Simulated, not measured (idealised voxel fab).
voxel self aligned vias: a process module
The cross-section on display is named cut; it measures 190 nm wide, and its cells are 5 nm squares.
Cross-section format: a grid of square cells, given as bands from top to bottom; each band is one or more rows of cells.
Within each band entry, the heights of the top and of the bottom of the band appear first, in that order and in nm; the materials of the band then follow from left to right, each with its corresponding width in nm. The designation "full width" on a single material indicates that it fills the band from edge to edge; the designation "empty" indicates empty space.
Where do heights start? At 0: under that level the wafer as delivered is made of one material only. And the lowest band has no floor; it just carries on downward, as in "0 -> down".
A two-number width, for instance "30..40", indicates that the width is equal to the first number in the top row of the band and to the second number in the bottom row, and that it changes by a constant amount per row of cells.
"changes: none" (step): cross-section cells unchanged, all of them.
"Closed-off voids" specifies each empty space that is not open to the top and that occupies no fewer than 8 cells, using the form width x height at distance, the distance measured from the left edge and all three quantities in nm.
Read whatever lies past the settings on a step's line as the simulator's own remark about the step.
Steps that use a mask can have "overlay nm" on their line. It says how far the mask sat to the right of where it was meant to be. Negative means to the left.
-- Steps planned for the process
1,RECEIVE: material Si
2,CONFORMAL_DEP: material SiO2, thk nm 15
3,CONFORMAL_DEP: material SiCN, thk nm 5
4,DIRECTIONAL_DEP: material lowk, thk nm 25
5,PATTERN: tone open, mask id LINES, material resist, width nm 30, pitch nm 55, thk nm 15, overlay nm 0
6,DIRECTIONAL_ETCH: etch materials lowk, depth nm 25
7,STRIP: etch materials resist
8,CONFORMAL_DEP: material TiN, thk nm 5
9,FILL_DEP: material W, thk nm 10
10,CMP: height nm 45
11,SELECTIVE_ETCH: etch materials W Ru TiN, depth nm 5
12,FILL_DEP: material SiN, thk nm 10
13,CMP: height nm 45
14,DIRECTIONAL_DEP: material lowk, thk nm 15
15,MASKED_ETCH: tone open, mask id VIAS, width nm 40, pitch nm 55, etch materials lowk, depth nm 15, overlay nm 0
16,MASKED_ETCH: tone open, mask id VIAS, width nm 40, pitch nm 55, etch materials SiN, depth nm 5, overlay nm 0
17,CONFORMAL_DEP: material TiN, thk nm 5
18,FILL_DEP: material Ru, thk nm 5
19,CMP: height nm 60
20,CONFORMAL_DEP: material SiCN, thk nm 5
-- Cross-section: wafer on arrival = after step 1
	0 -> down: Si full width
	Closed-off voids: none
-- Here's the wafer cut in cross-section after the module, started and planned just like above, except one thing was done wrong in the run
	65 -> 45: SiCN full width
	45 -> 40: 50 lowk / 30 SiN / 25 lowk / 30 SiN / 55 lowk
	40 -> 25: 50 lowk / 5 TiN / 20 W / 5 TiN / 25 lowk / 5 TiN / 20 W / 5 TiN / 55 lowk
	25 -> 20: 50 lowk / 30 TiN / 25 lowk / 30 TiN / 55 lowk
	20 -> 15: SiCN full width
	15 -> 0: SiO2 full width
	0 -> down: Si full width
	Closed-off voids: none
Here's what went sideways: step 14 went in with a setting other than planned; the actual run was DIRECTIONAL_DEP: material SiCN, thk nm 15
